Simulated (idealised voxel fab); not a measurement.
The name of this process module is voxel wiring stack.
Cross-section cut spans 270 nm and uses square cells 5 nm in size.
Cross-section = grid of square cells, listed top down in bands; band = one or more rows. In this notation a band is specified by the heights of its top and bottom, in that order and in nm, after which its materials appear from left to right, each paired with its width in nm. The word "all across" attached to a single material means that material fills the band from edge to edge; the word "blank" stands for empty space. Where do heights start? At 0: under that level the wafer as delivered is made of one material only. And the lowest band has no floor; it just carries on downward, as in "0..down". The expression "30->40" gives the width at the extremes of the band, the first number at its top row of cells and the second at its bottom row, with the width changing by equal amounts from each row to the next in between. "identical to before" for a step: no cell of the cross-section changed in that step. Enclosed voids (no open way to top), threshold 8 cells or more, entry "Closed void list", notation width x height at distance, distance from left edge, nm. That trailing text on a step's line, after the settings, is the simulator's own remark on the step. The optional step-line setting "overlay nm" applies to steps with a mask and quantifies how far to the right of its planned location the mask lay, a negative value indicating leftward placement.

This section lists the process steps that were planned
- 1: RECEIVE with material Si
- 2: CONFORMAL_DEP with material SiO2, thk nm 10
- 3: CONFORMAL_DEP with material SiCN, thk nm 5
- 4: DIRECTIONAL_DEP with material SiO2, thk nm 20
- 5: MASKED_ETCH with tone open, mask id METAL_1, width nm 20, pitch nm 45, etch materials SiO2, depth nm 20, overlay nm 0
- 6: MASKED_ETCH with tone open, mask id METAL_1, width nm 20, pitch nm 45, etch materials SiCN, depth nm 5, overlay nm 0
- 7: CONFORMAL_DEP with material TiN, thk nm 5
- 8: FILL_DEP with material Cu, thk nm 10
- 9: CMP with height nm 35
- 10: CONFORMAL_DEP with material SiCN, thk nm 5
- 11: DIRECTIONAL_DEP with material SiO2, thk nm 30
- 12: PATTERN with tone open, mask id METAL_2_HOLES, material resist, width nm 15, pitch nm 90, thk nm 15, overlay nm 0
- 13: DIRECTIONAL_ETCH with etch materials SiO2, depth nm 30
- 14: STRIP with etch materials resist
- 15: DIRECTIONAL_DEP with material aC, thk nm 10
- 16: PATTERN with tone open, mask id METAL_2, material resist, width nm 20, pitch nm 45, thk nm 25, overlay nm 0
- 17: DIRECTIONAL_ETCH with etch materials aC, depth nm 10
- 18: STRIP with etch materials resist
- 19: DIRECTIONAL_ETCH with etch materials SiO2, depth nm 20
- 20: DIRECTIONAL_ETCH with etch materials SiCN, depth nm 5
- 21: STRIP with etch materials aC
- 22: CONFORMAL_DEP with material TiN, thk nm 5
- 23: FILL_DEP with material Cu, thk nm 5
- 24: CMP with height nm 70
- 25: CONFORMAL_DEP with material SiCN, thk nm 5
- 26: DIRECTIONAL_DEP with material SiO2, thk nm 35
- 27: PATTERN with tone open, mask id METAL_3_HOLES, material resist, width nm 15, pitch nm 45, thk nm 15, overlay nm 0
- 28: DIRECTIONAL_ETCH with etch materials SiO2, depth nm 35
- 29: STRIP with etch materials resist
- 30: PATTERN with tone open, mask id METAL_3, material resist, width nm 20, pitch nm 45, thk nm 15, overlay nm 0
- 31: DIRECTIONAL_ETCH with etch materials SiO2, depth nm 20
- 32: DIRECTIONAL_ETCH with etch materials SiCN, depth nm 5
- 33: STRIP with etch materials resist
- 34: CONFORMAL_DEP with material TiN, thk nm 5
- 35: FILL_DEP with material Cu, thk nm 5
- 36: CMP with height nm 110
- 37: CONFORMAL_DEP with material SiCN, thk nm 5
- 38: DIRECTIONAL_DEP with material SiO2, thk nm 20
- 39: DIRECTIONAL_DEP with material aC, thk nm 15
- 40: PATTERN with tone open, mask id PLUG_3, material resist, width nm 15, pitch nm 90, thk nm 35, overlay nm 0
- 41: DIRECTIONAL_ETCH with etch materials aC, depth nm 15
- 42: STRIP with etch materials resist
- 43: DIRECTIONAL_ETCH with etch materials SiO2, depth nm 20
- 44: DIRECTIONAL_ETCH with etch materials SiCN, depth nm 5
- 45: STRIP with etch materials aC
- 46: CONFORMAL_DEP with material TiN, thk nm 5
- 47: FILL_DEP with material Cu, thk nm 5
- 48: CMP with height nm 135
- 49: DIRECTIONAL_DEP with material TiN, thk nm 5
- 50: DIRECTIONAL_DEP with material Ru, thk nm 25
- 51: PATTERN with tone cover, mask id METAL_4, material resist, width nm 20, pitch nm 45, thk nm 20, overlay nm 0
- 52: DIRECTIONAL_ETCH with etch materials Ru, depth nm 25
- 53: DIRECTIONAL_ETCH with etch materials TiN, depth nm 5
- 54: STRIP with etch materials resist
- 55: FILL_DEP with material SiO2, thk nm 5
- 56: CMP with height nm 165
- 57: CONFORMAL_DEP with material SiCN, thk nm 5

Here's what the wafer looked like in cross-section when it arrived - that's after step 1
* 0..down  Si all across
* Closed void list: none

End state of the module in cross-section, given the above starting point and plan and one mistake in execution
* 170..165  SiCN all across
* 165..140  55 nm SiO2, then 20 nm Ru, then 25 nm SiO2, then 20 nm Ru, then 25 nm SiO2, then 20 nm Ru, then 25 nm SiO2, then 20 nm Ru, then 60 nm SiO2
* 140..135  55 nm SiO2, then 20 nm TiN, then 25 nm SiO2, then 20 nm TiN, then 25 nm SiO2, then 20 nm TiN, then 25 nm SiO2, then 20 nm TiN, then 60 nm SiO2
* 135..115  55 nm SiO2, then 5 nm TiN, then 5 nm Cu, then 5 nm TiN, then 75 nm SiO2, then 5 nm TiN, then 5 nm Cu, then 5 nm TiN, then 110 nm SiO2
* 115..110  55 nm SiCN, then 15 nm TiN, then 75 nm SiCN, then 15 nm TiN, then 110 nm SiCN
* 110..95  55 nm SiO2, then 5 nm TiN, then 10 nm Cu, then 5 nm TiN, then 25 nm SiO2, then 5 nm TiN, then 10 nm Cu, then 5 nm TiN, then 25 nm SiO2, then 5 nm TiN, then 10 nm Cu, then 5 nm TiN, then 25 nm SiO2, then 5 nm TiN, then 10 nm Cu, then 5 nm TiN, then 60 nm SiO2
* 95..90  55 nm SiO2, then 5 nm TiN, then 5 nm Cu, then 10 nm TiN, then 25 nm SiO2, then 5 nm TiN, then 5 nm Cu, then 10 nm TiN, then 25 nm SiO2, then 5 nm TiN, then 5 nm Cu, then 10 nm TiN, then 25 nm SiO2, then 5 nm TiN, then 5 nm Cu, then 10 nm TiN, then 60 nm SiO2
* 90..75  55 nm SiO2, then 5 nm TiN, then 5 nm Cu, then 5 nm TiN, then 30 nm SiO2, then 5 nm TiN, then 5 nm Cu, then 5 nm TiN, then 30 nm SiO2, then 5 nm TiN, then 5 nm Cu, then 5 nm TiN, then 30 nm SiO2, then 5 nm TiN, then 5 nm Cu, then 5 nm TiN, then 65 nm SiO2
* 75..70  55 nm SiCN, then 15 nm TiN, then 30 nm SiCN, then 15 nm TiN, then 30 nm SiCN, then 15 nm TiN, then 30 nm SiCN, then 15 nm TiN, then 65 nm SiCN
* 70..55  55 nm SiO2, then 5 nm TiN, then 15 nm Cu, then 5 nm TiN, then 20 nm SiO2, then 5 nm TiN, then 10 nm Cu, then 5 nm TiN, then 25 nm SiO2, then 5 nm TiN, then 15 nm Cu, then 5 nm TiN, then 20 nm SiO2, then 5 nm TiN, then 10 nm Cu, then 5 nm TiN, then 60 nm SiO2
* 55..50  55 nm SiO2, then 15 nm TiN, then 5 nm Cu, then 5 nm TiN, then 20 nm SiO2, then 20 nm TiN, then 25 nm SiO2, then 15 nm TiN, then 5 nm Cu, then 5 nm TiN, then 20 nm SiO2, then 20 nm TiN, then 60 nm SiO2
* 50..45  65 nm SiO2, then 5 nm TiN, then 5 nm Cu, then 5 nm TiN, then 75 nm SiO2, then 5 nm TiN, then 5 nm Cu, then 5 nm TiN, then 100 nm SiO2
* 45..40  65 nm SiO2, then 15 nm TiN, then 75 nm SiO2, then 15 nm TiN, then 100 nm SiO2
* 40..35  65 nm SiCN, then 10 nm TiN, then 80 nm SiCN, then 10 nm TiN, then 105 nm SiCN
* 35..15  55 nm SiO2, then 5 nm TiN, then 10 nm Cu, then 5 nm TiN, then 25 nm SiO2, then 5 nm TiN, then 10 nm Cu, then 5 nm TiN, then 25 nm SiO2, then 5 nm TiN, then 10 nm Cu, then 5 nm TiN, then 25 nm SiO2, then 5 nm TiN, then 10 nm Cu, then 5 nm TiN, then 60 nm SiO2
* 15..10  55 nm SiCN, then 20 nm TiN, then 25 nm SiCN, then 20 nm TiN, then 25 nm SiCN, then 20 nm TiN, then 25 nm SiCN, then 20 nm TiN, then 60 nm SiCN
* 10..0  SiO2 all across
* 0..down  Si all across
* Closed void list: none
What went wrong in running the wafer? step 12 off recipe, ran as PATTERN with tone open, mask id METAL_2_HOLES, material resist, width nm 15, pitch nm 90, thk nm 15, overlay nm 10
